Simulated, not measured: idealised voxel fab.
This section sets out a process module, namely voxel double patterning.
Square cell edge 5 nm, section width 235 nm, ID cut.
The cross-sections in this document take the form of a grid made of square cells. They are written out as bands, in order from top to bottom. Each band consists of one or more rows of cells.
Basically the band line says how high the top is and how high the bottom is, in nm, and then what's in it from left to right, every material with its width in nm. Empty space shows up as "empty", and if a single material carries "edge to edge" it runs the full band edge to edge.
Convention: height 0 is the level below which the wafer, as received, is all one material. The lowest band does not terminate at the bottom but continues downward, represented as "0..down".
Top row gets the first number, bottom row gets the second, and each row in between changes by the same step: that is how a band width like "30->40" works.
The cross-section has no changed cell in any step marked "everything unchanged".
Closed-off voids of 8+ cells (no open route to the top) go in "Closed void entries", written width x height at distance from the left edge, in nm.
That trailing text on a step's line, after the settings, is the simulator's own remark on the step.
"overlay nm" answers the question of how far to the right of plan the mask lay on a step that has a mask, and when it is negative the answer is to the left.

# These are the steps we planned for the process
1 RECEIVE | material Si
2 CONFORMAL_DEP | material SiO2 | thk nm 10
3 DIRECTIONAL_DEP | material W | thk nm 15
4 DIRECTIONAL_DEP | material SiN | thk nm 5
5 PATTERN | tone open | mask id FIRST | material resist | width nm 15 | pitch nm 50 | thk nm 20 | overlay nm 0
6 DIRECTIONAL_ETCH | etch materials SiN | depth nm 5
7 STRIP | etch materials resist
8 MASKED_ETCH | tone open | mask id SECOND | width nm 15 | etch materials SiN | depth nm 5 | overlay nm 0
9 DIRECTIONAL_ETCH | etch materials W | depth nm 15
10 STRIP | etch materials SiN

# First of two wafers: run as planned

# Cross-sectional view of the wafer in its as-received condition, corresponding to the state after step 1
- 0..down  Si edge to edge
- Closed void entries: none

# Once step 2 is through, the wafer looks like this in cross-section
- 10..0  SiO2 edge to edge
- No changes below 0.

# Once step 3 is through, the wafer looks like this in cross-section
- 25..10  W edge to edge
- No changes below 10.

# Once step 4 is through, the wafer looks like this in cross-section
- 30..25  SiN edge to edge
- No changes below 25.

# Once step 5 is through, the wafer looks like this in cross-section
- 50..30  resist: 85; empty: 15; resist: 35; empty: 15; resist: 85
- No changes below 30.

# Once step 6 is through, the wafer looks like this in cross-section
- 50..30  resist: 85; empty: 15; resist: 35; empty: 15; resist: 85
- 30..25  SiN: 85; empty: 15; SiN: 35; empty: 15; SiN: 85
- No changes below 25.

# Once step 7 is through, the wafer looks like this in cross-section
- 30..25  SiN: 85; empty: 15; SiN: 35; empty: 15; SiN: 85
- No changes below 25.

# Once step 8 is through, the wafer looks like this in cross-section
- 30..25  SiN: 85; empty: 15; SiN: 10; empty: 15; SiN: 10; empty: 15; SiN: 85
- No changes below 25.

# Once step 9 is through, the wafer looks like this in cross-section
- 30..25  SiN: 85; empty: 15; SiN: 10; empty: 15; SiN: 10; empty: 15; SiN: 85
- 25..10  W: 85; empty: 15; W: 10; empty: 15; W: 10; empty: 15; W: 85
- No changes below 10.

# Once step 10 is through, the wafer looks like this in cross-section
- 25..10  W: 85; empty: 15; W: 10; empty: 15; W: 10; empty: 15; W: 85
- No changes below 10.

# Second Wafer (Identical Start and Plan, One Processing Error; Matches First Wafer Through Step 7)

# Second wafer profile in section, at the moment step 8 of the plan was meant to be complete
- 30..25  SiN: 85; empty: 15; SiN: 5; empty: 25; SiN: 5; empty: 15; SiN: 85
- No changes below 25.

# Second wafer profile in section, at the moment step 9 of the plan was meant to be complete
- 30..25  SiN: 85; empty: 15; SiN: 5; empty: 25; SiN: 5; empty: 15; SiN: 85
- 25..10  W: 85; empty: 15; W: 5; empty: 25; W: 5; empty: 15; W: 85
- No changes below 10.

# Second wafer profile in section, at the moment step 10 of the plan was meant to be complete
- 25..10  W: 85; empty: 15; W: 5; empty: 25; W: 5; empty: 15; W: 85
- No changes below 10.
Want to know what went wrong? step 8 went in with a setting other than planned; the actual run was MASKED_ETCH | tone open | mask id SECOND | width nm 25 | etch materials SiN | depth nm 5 | overlay nm 0
Wafer comparison, final, in cells, second relative to first, materials more or fewer: W: 6 fewer
